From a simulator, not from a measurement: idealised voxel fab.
Name of the process module below: voxel ribs on slabs
Section shown: cut. Width: 210 nm. Cell size: 5 nm, square.
Cross-section layout: square cells on a grid; listed as bands, top to bottom; a band spans one or more cell rows. This entry defines a band. It first specifies the height of the band's top and the height of its bottom in nm, and then specifies the band's materials from left to right, stating each material with its width in nm. The word "everywhere" identifies a single material that fills the band from edge to edge, while the word "blank" identifies empty space. Below 0: as-received wafer, all one material; heights counted from there. Lowest band: no bottom, goes on down, written "0 down". Width spec "30->40" -> top row of cells at first value, bottom row at second value, equal per-row change in between. Reading "same as before" for a step: not a cell of the cross-section changed in it. Closed-off voids of 8+ cells (no open route to the top) go in "Fully closed voids", written width x height at distance from the left edge, in nm. Text after the settings on a step's line: the simulator's own remark on that step. overlay nm: right-of-plan distance of the mask on a masked step; negative values mean left-of-plan.

plan:
1,RECEIVE with material Si
2,DIRECTIONAL_DEP with material SiO2, thk nm 25
3,DIRECTIONAL_DEP with material SiN, thk nm 25
4,DIRECTIONAL_DEP with material aC, thk nm 10
5,PATTERN with tone cover, mask id RIB, material resist, width nm 15, thk nm 25, overlay nm 0
6,DIRECTIONAL_ETCH with etch materials aC, depth nm 10
7,STRIP with etch materials resist
8,DIRECTIONAL_ETCH with etch materials SiN, depth nm 20
9,STRIP with etch materials aC
10,PATTERN with tone cover, mask id SLAB, material resist, width nm 45, thk nm 15, overlay nm 0
11,DIRECTIONAL_ETCH with etch materials SiN, depth nm 5
12,STRIP with etch materials resist
13,FILL_DEP with material SiO2, thk nm 20
14,CMP with height nm 60
15,DIRECTIONAL_DEP with material W, thk nm 10
16,MASKED_ETCH with tone cover, mask id HEATER, width nm 25, etch materials W, depth nm 10, overlay nm 0
17,CONFORMAL_DEP with material SiO2, thk nm 5

So this is the incoming wafer in cross-section - it's already been through step 1:
> 0 down  Si everywhere
> Fully closed voids: none

Cross-section at module end, one run error; start and plan unchanged from above:
> 75 to 70  blank=85; SiO2=35; blank=90
> 70 to 65  blank=85; SiO2=5; W=25; SiO2=5; blank=90
> 65 to 60  SiO2=90; W=25; SiO2=95
> 60 to 50  SiO2 everywhere
> 50 to 30  SiO2=95; SiN=15; SiO2=100
> 30 to 25  SiO2=70; SiN=45; SiO2=95
> 25 to 0  SiO2 everywhere
> 0 down  Si everywhere
> Fully closed voids: none
Where did the run depart from the plan? step 10 did not use the planned setting and instead ran as PATTERN with tone cover, mask id SLAB, material resist, width nm 45, thk nm 15, overlay nm -10
